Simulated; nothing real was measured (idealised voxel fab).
Module name: voxel self aligned vias (process module)
This is section cut - it's 220 nm across, gridded in 5 nm square cells.
Cross-section spec: square-cell grid; bands listed top down; each band is one or more rows.
Quick guide to a band line: top height, bottom height (nm) up front; then every material left to right with its width in nm. Only one material and it's marked "full width"? Then it fills the band edge to edge. And "air" just means empty space.
A quick word on heights: they are counted from 0, and under that level the wafer as it came to us is one material throughout. The lowest band is different from the rest in having no bottom; it simply continues downward, written as in "z 0 and below".
With a width like "30..40", each row of cells in the band differs from the next by the same amount, the top row carrying the first number and the bottom row the second.
When a step is marked "everything unchanged", none of the cells in the cross-section changed during that step.
The entry "Enclosed void inventory" lists the empty spaces that cover at least 8 cells and have no open path to the top. Each is written as width x height at distance, where the distance is measured from the left edge and all three values are in nm.
Text after the settings on a step's line: the simulator's own remark on that step.
The line of a step may include "overlay nm". On a step with a mask, this value is how far to the right of its planned place the mask lay. A negative value means the mask lay to the left.

### The process steps that were planned are listed below
step 1: RECEIVE (material Si)
step 2: CONFORMAL_DEP (material SiO2; thk nm 10)
step 3: CONFORMAL_DEP (material SiCN; thk nm 5)
step 4: DIRECTIONAL_DEP (material SiO2; thk nm 20)
step 5: MASKED_ETCH (tone open; mask id LINES; width nm 20; pitch nm 65; etch materials SiO2; depth nm 20; overlay nm 0)
step 6: CONFORMAL_DEP (material TiN; thk nm 5)
step 7: FILL_DEP (material Ru; thk nm 5)
step 8: CMP (height nm 35)
step 9: SELECTIVE_ETCH (etch materials W Ru TiN; depth nm 5)
step 10: FILL_DEP (material SiN; thk nm 5)
step 11: CMP (height nm 35)
step 12: DIRECTIONAL_DEP (material SiO2; thk nm 20)
step 13: DIRECTIONAL_DEP (material aC; thk nm 15)
step 14: PATTERN (tone open; mask id VIAS; material resist; width nm 40; pitch nm 130; thk nm 35; overlay nm 0)
step 15: DIRECTIONAL_ETCH (etch materials aC; depth nm 15)
step 16: STRIP (etch materials resist)
step 17: DIRECTIONAL_ETCH (etch materials SiO2; depth nm 20)
step 18: DIRECTIONAL_ETCH (etch materials SiN; depth nm 5)
step 19: STRIP (etch materials aC)
step 20: CONFORMAL_DEP (material TiN; thk nm 5)
step 21: FILL_DEP (material Ru; thk nm 5)
step 22: CMP (height nm 55)
step 23: CONFORMAL_DEP (material SiN; thk nm 5)

### Cross-section of the wafer upon arrival, representing the state reached after step 1
* z 0 and below  Si full width
* Enclosed void inventory: none

### The first of two wafers, cross-sectioned at the end of the module, with the run proceeding as planned
* z 60 to 55  SiN full width
* z 55 to 40  25 SiO2  5 TiN  30 Ru  5 TiN  90 SiO2  5 TiN  30 Ru  5 TiN  25 SiO2
* z 40 to 35  25 SiO2  15 TiN  10 Ru  15 TiN  90 SiO2  15 TiN  10 Ru  15 TiN  25 SiO2
* z 35 to 30  35 SiO2  20 TiN  45 SiO2  20 SiN  45 SiO2  20 TiN  35 SiO2
* z 30 to 20  35 SiO2  5 TiN  10 Ru  5 TiN  45 SiO2  5 TiN  10 Ru  5 TiN  45 SiO2  5 TiN  10 Ru  5 TiN  35 SiO2
* z 20 to 15  35 SiO2  20 TiN  45 SiO2  20 TiN  45 SiO2  20 TiN  35 SiO2
* z 15 to 10  SiCN full width
* z 10 to 0  SiO2 full width
* z 0 and below  Si full width
* Enclosed void inventory: none

### Presented here is a cross-section of the second of the two wafers as it stood at the end of the module. It was started in the same manner and assigned the same plan as the first wafer; however, one mistake was made in its execution
* z 60 to 55  SiN full width
* z 55 to 35  25 SiO2  5 TiN  30 Ru  5 TiN  90 SiO2  5 TiN  30 Ru  5 TiN  25 SiO2
* z 35 to 30  25 SiO2  40 TiN  35 SiO2  20 SiN  35 SiO2  40 TiN  25 SiO2
* z 30 to 20  25 SiO2  15 TiN  10 Ru  15 TiN  35 SiO2  5 TiN  10 Ru  5 TiN  35 SiO2  15 TiN  10 Ru  15 TiN  25 SiO2
* z 20 to 15  25 SiO2  40 TiN  35 SiO2  20 TiN  35 SiO2  40 TiN  25 SiO2
* z 15 to 10  SiCN full width
* z 10 to 0  SiO2 full width
* z 0 and below  Si full width
* Enclosed void inventory: none
Deviation from plan: step 17, plan: ran twice
Looking at both finished wafers in cells, the second ends up ahead of or behind the first on some materials: Ru: 8 more; SiO2: 32 fewer; TiN: 24 more
